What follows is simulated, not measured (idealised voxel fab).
This is a process module. Its name is voxel quadruple lines.
Cross-section cut spans 300 nm and uses square cells 5 nm in size.
Cross-section spec: square-cell grid; bands listed top down; each band is one or more rows.
Heads up on the band format: heights come first, top then bottom, in nm. After that it's the materials left to right, each with its width in nm. A single material flagged "all across" fills the whole band edge to edge, and "air" means there's empty space there.
Heights are measured from 0, the level below which the as-received wafer is all one material; the lowest band has no bottom and continues downward, written as in "0 down".
A width given as "30 to 40" starts at the first number in the band's top row and ends at the second number in its bottom row, shifting by an equal amount at every step from row to row.
Where a step carries "changes: none", the cross-section came out of it unchanged, cell for cell.
Look at "Closed void table" for the closed voids: empty spaces with no open path to the top, sized 8 cells or up. Each is width x height at distance, distance from the left edge, all nm.
On a step's line, text after the settings is the simulator commenting on that step.
"overlay nm" on a masked step: distance the mask lay right of its planned place, negative for left.

Intended process steps:
1 RECEIVE with material Si
2 CONFORMAL_DEP with material Al2O3, thk nm 5
3 DIRECTIONAL_DEP with material TiN, thk nm 10
4 DIRECTIONAL_DEP with material polySi, thk nm 15
5 DIRECTIONAL_DEP with material aC, thk nm 25
6 PATTERN with tone cover, mask id MANDREL, material resist, width nm 35, pitch nm 100, thk nm 30, overlay nm 0
7 DIRECTIONAL_ETCH with etch materials aC, depth nm 25
8 STRIP with etch materials resist
9 CONFORMAL_DEP with material SiO2, thk nm 15
10 DIRECTIONAL_ETCH with etch materials SiO2, depth nm 15
11 STRIP with etch materials aC
12 DIRECTIONAL_ETCH with etch materials polySi, depth nm 15
13 STRIP with etch materials SiO2
14 CONFORMAL_DEP with material SiCN, thk nm 10
15 DIRECTIONAL_ETCH with etch materials SiCN, depth nm 10
16 STRIP with etch materials polySi
17 DIRECTIONAL_ETCH with etch materials TiN, depth nm 10
18 STRIP with etch materials SiCN

First wafer out of two, processed as planned:

Cross-section of the wafer as it came to us, i.e., already through step 1:
> 0 down: Si all across
> Closed void table: none

Wafer after step 2 (cross-section):
> 5 to 0: Al2O3 all across
> Lower than 0, everything is as it was.

Wafer after step 3 (cross-section):
> 15 to 5: TiN all across
> Lower than 5, everything is as it was.

Wafer after step 4 (cross-section):
> 30 to 15: polySi all across
> Lower than 15, everything is as it was.

Wafer after step 5 (cross-section):
> 55 to 30: aC all across
> Lower than 30, everything is as it was.

Wafer after step 6 (cross-section):
> 85 to 55: air 80 nm / resist 35 nm / air 65 nm / resist 35 nm / air 85 nm
> Lower than 55, everything is as it was.

Wafer after step 7 (cross-section):
> 60 to 55: air 80 nm / resist 35 nm / air 65 nm / resist 35 nm / air 85 nm
> 55 to 30: air 80 nm / aC 35 nm / air 65 nm / aC 35 nm / air 85 nm
> Lower than 30, everything is as it was.

Wafer after step 8 (cross-section):
> 55 to 30: air 80 nm / aC 35 nm / air 65 nm / aC 35 nm / air 85 nm
> Lower than 30, everything is as it was.

Wafer after step 9 (cross-section):
> 70 to 55: air 65 nm / SiO2 65 nm / air 35 nm / SiO2 65 nm / air 70 nm
> 55 to 45: air 65 nm / SiO2 15 nm / aC 35 nm / SiO2 15 nm / air 35 nm / SiO2 15 nm / aC 35 nm / SiO2 15 nm / air 70 nm
> 45 to 30: SiO2 80 nm / aC 35 nm / SiO2 65 nm / aC 35 nm / SiO2 85 nm
> Lower than 30, everything is as it was.

Wafer after step 10 (cross-section):
> 55 to 30: air 65 nm / SiO2 15 nm / aC 35 nm / SiO2 15 nm / air 35 nm / SiO2 15 nm / aC 35 nm / SiO2 15 nm / air 70 nm
> Lower than 30, everything is as it was.

Wafer after step 11 (cross-section):
> 55 to 30: air 65 nm / SiO2 15 nm / air 35 nm / SiO2 15 nm / air 35 nm / SiO2 15 nm / air 35 nm / SiO2 15 nm / air 70 nm
> Lower than 30, everything is as it was.

Wafer after step 12 (cross-section):
> 55 to 30: air 65 nm / SiO2 15 nm / air 35 nm / SiO2 15 nm / air 35 nm / SiO2 15 nm / air 35 nm / SiO2 15 nm / air 70 nm
> 30 to 15: air 65 nm / polySi 15 nm / air 35 nm / polySi 15 nm / air 35 nm / polySi 15 nm / air 35 nm / polySi 15 nm / air 70 nm
> Lower than 15, everything is as it was.

Wafer after step 13 (cross-section):
> 30 to 15: air 65 nm / polySi 15 nm / air 35 nm / polySi 15 nm / air 35 nm / polySi 15 nm / air 35 nm / polySi 15 nm / air 70 nm
> Lower than 15, everything is as it was.

Wafer after step 14 (cross-section):
> 40 to 30: air 55 nm / SiCN 35 nm / air 15 nm / SiCN 35 nm / air 15 nm / SiCN 35 nm / air 15 nm / SiCN 35 nm / air 60 nm
> 30 to 25: air 55 nm / SiCN 10 nm / polySi 15 nm / SiCN 10 nm / air 15 nm / SiCN 10 nm / polySi 15 nm / SiCN 10 nm / air 15 nm / SiCN 10 nm / polySi 15 nm / SiCN 10 nm / air 15 nm / SiCN 10 nm / polySi 15 nm / SiCN 10 nm / air 60 nm
> 25 to 15: SiCN 65 nm / polySi 15 nm / SiCN 35 nm / polySi 15 nm / SiCN 35 nm / polySi 15 nm / SiCN 35 nm / polySi 15 nm / SiCN 70 nm
> Lower than 15, everything is as it was.

Wafer after step 15 (cross-section):
> 30 to 15: air 55 nm / SiCN 10 nm / polySi 15 nm / SiCN 10 nm / air 15 nm / SiCN 10 nm / polySi 15 nm / SiCN 10 nm / air 15 nm / SiCN 10 nm / polySi 15 nm / SiCN 10 nm / air 15 nm / SiCN 10 nm / polySi 15 nm / SiCN 10 nm / air 60 nm
> Lower than 15, everything is as it was.

Wafer after step 16 (cross-section):
> 30 to 15: air 55 nm / SiCN 10 nm / air 15 nm / SiCN 10 nm / air 15 nm / SiCN 10 nm / air 15 nm / SiCN 10 nm / air 15 nm / SiCN 10 nm / air 15 nm / SiCN 10 nm / air 15 nm / SiCN 10 nm / air 15 nm / SiCN 10 nm / air 60 nm
> Lower than 15, everything is as it was.

Wafer after step 17 (cross-section):
> 30 to 15: air 55 nm / SiCN 10 nm / air 15 nm / SiCN 10 nm / air 15 nm / SiCN 10 nm / air 15 nm / SiCN 10 nm / air 15 nm / SiCN 10 nm / air 15 nm / SiCN 10 nm / air 15 nm / SiCN 10 nm / air 15 nm / SiCN 10 nm / air 60 nm
> 15 to 5: air 55 nm / TiN 10 nm / air 15 nm / TiN 10 nm / air 15 nm / TiN 10 nm / air 15 nm / TiN 10 nm / air 15 nm / TiN 10 nm / air 15 nm / TiN 10 nm / air 15 nm / TiN 10 nm / air 15 nm / TiN 10 nm / air 60 nm
> Lower than 5, everything is as it was.

Wafer after step 18 (cross-section):
> 15 to 5: air 55 nm / TiN 10 nm / air 15 nm / TiN 10 nm / air 15 nm / TiN 10 nm / air 15 nm / TiN 10 nm / air 15 nm / TiN 10 nm / air 15 nm / TiN 10 nm / air 15 nm / TiN 10 nm / air 15 nm / TiN 10 nm / air 60 nm
> Lower than 5, everything is as it was.

Second wafer. Start and plan as for the first. One mistake made in running. Agrees with the first up to and including step 7:

Second wafer profile in section, at the moment step 8 of the plan was meant to be complete:
> 55 to 30: air 80 nm / aC 35 nm / air 65 nm / aC 35 nm / air 85 nm
> Lower than 30, everything is as it was.

Second wafer profile in section, at the moment step 9 of the plan was meant to be complete:
> 70 to 55: air 65 nm / SiO2 65 nm / air 35 nm / SiO2 65 nm / air 70 nm
> 55 to 45: air 65 nm / SiO2 15 nm / aC 35 nm / SiO2 15 nm / air 35 nm / SiO2 15 nm / aC 35 nm / SiO2 15 nm / air 70 nm
> 45 to 30: SiO2 80 nm / aC 35 nm / SiO2 65 nm / aC 35 nm / SiO2 85 nm
> Lower than 30, everything is as it was.

Second wafer profile in section, at the moment step 10 of the plan was meant to be complete:
> 55 to 30: air 65 nm / SiO2 15 nm / aC 35 nm / SiO2 15 nm / air 35 nm / SiO2 15 nm / aC 35 nm / SiO2 15 nm / air 70 nm
> Lower than 30, everything is as it was.

Second wafer profile in section, at the moment step 11 of the plan was meant to be complete:
> 55 to 30: air 65 nm / SiO2 15 nm / air 35 nm / SiO2 15 nm / air 35 nm / SiO2 15 nm / air 35 nm / SiO2 15 nm / air 70 nm
> Lower than 30, everything is as it was.

Second wafer profile in section, at the moment step 12 of the plan was meant to be complete:
> 55 to 30: air 65 nm / SiO2 15 nm / air 35 nm / SiO2 15 nm / air 35 nm / SiO2 15 nm / air 35 nm / SiO2 15 nm / air 70 nm
> 30 to 15: air 65 nm / polySi 15 nm / air 35 nm / polySi 15 nm / air 35 nm / polySi 15 nm / air 35 nm / polySi 15 nm / air 70 nm
> Lower than 15, everything is as it was.

Second wafer profile in section, at the moment step 13 of the plan was meant to be complete:
> 30 to 15: air 65 nm / polySi 15 nm / air 35 nm / polySi 15 nm / air 35 nm / polySi 15 nm / air 35 nm / polySi 15 nm / air 70 nm
> Lower than 15, everything is as it was.

Second wafer profile in section, at the moment step 14 of the plan was meant to be complete:
> 40 to 30: air 55 nm / SiCN 35 nm / air 15 nm / SiCN 35 nm / air 15 nm / SiCN 35 nm / air 15 nm / SiCN 35 nm / air 60 nm
> 30 to 25: air 55 nm / SiCN 10 nm / polySi 15 nm / SiCN 10 nm / air 15 nm / SiCN 10 nm / polySi 15 nm / SiCN 10 nm / air 15 nm / SiCN 10 nm / polySi 15 nm / SiCN 10 nm / air 15 nm / SiCN 10 nm / polySi 15 nm / SiCN 10 nm / air 60 nm
> 25 to 15: SiCN 65 nm / polySi 15 nm / SiCN 35 nm / polySi 15 nm / SiCN 35 nm / polySi 15 nm / SiCN 35 nm / polySi 15 nm / SiCN 70 nm
> Lower than 15, everything is as it was.

Second wafer profile in section, at the moment step 15 of the plan was meant to be complete:
> 30 to 15: air 55 nm / SiCN 10 nm / polySi 15 nm / SiCN 10 nm / air 15 nm / SiCN 10 nm / polySi 15 nm / SiCN 10 nm / air 15 nm / SiCN 10 nm / polySi 15 nm / SiCN 10 nm / air 15 nm / SiCN 10 nm / polySi 15 nm / SiCN 10 nm / air 60 nm
> Lower than 15, everything is as it was.

Second wafer profile in section, at the moment step 16 of the plan was meant to be complete:
> 30 to 15: air 55 nm / SiCN 10 nm / air 15 nm / SiCN 10 nm / air 15 nm / SiCN 10 nm / air 15 nm / SiCN 10 nm / air 15 nm / SiCN 10 nm / air 15 nm / SiCN 10 nm / air 15 nm / SiCN 10 nm / air 15 nm / SiCN 10 nm / air 60 nm
> Lower than 15, everything is as it was.

Second wafer profile in section, at the moment step 17 of the plan was meant to be complete:
> 30 to 15: air 55 nm / SiCN 10 nm / air 15 nm / SiCN 10 nm / air 15 nm / SiCN 10 nm / air 15 nm / SiCN 10 nm / air 15 nm / SiCN 10 nm / air 15 nm / SiCN 10 nm / air 15 nm / SiCN 10 nm / air 15 nm / SiCN 10 nm / air 60 nm
> 15 to 5: air 55 nm / TiN 10 nm / air 15 nm / TiN 10 nm / air 15 nm / TiN 10 nm / air 15 nm / TiN 10 nm / air 15 nm / TiN 10 nm / air 15 nm / TiN 10 nm / air 15 nm / TiN 10 nm / air 15 nm / TiN 10 nm / air 60 nm
> Lower than 5, everything is as it was.

Second wafer profile in section, at the moment step 18 of the plan was meant to be complete:
> 15 to 5: air 55 nm / TiN 10 nm / air 15 nm / TiN 10 nm / air 15 nm / TiN 10 nm / air 15 nm / TiN 10 nm / air 15 nm / TiN 10 nm / air 15 nm / TiN 10 nm / air 15 nm / TiN 10 nm / air 15 nm / TiN 10 nm / air 60 nm
> Lower than 5, everything is as it was.
Plan not followed: step 8, plan: ran twice
At process end the two wafers are indistinguishable in cross-section, so the error does not change what this model computes.
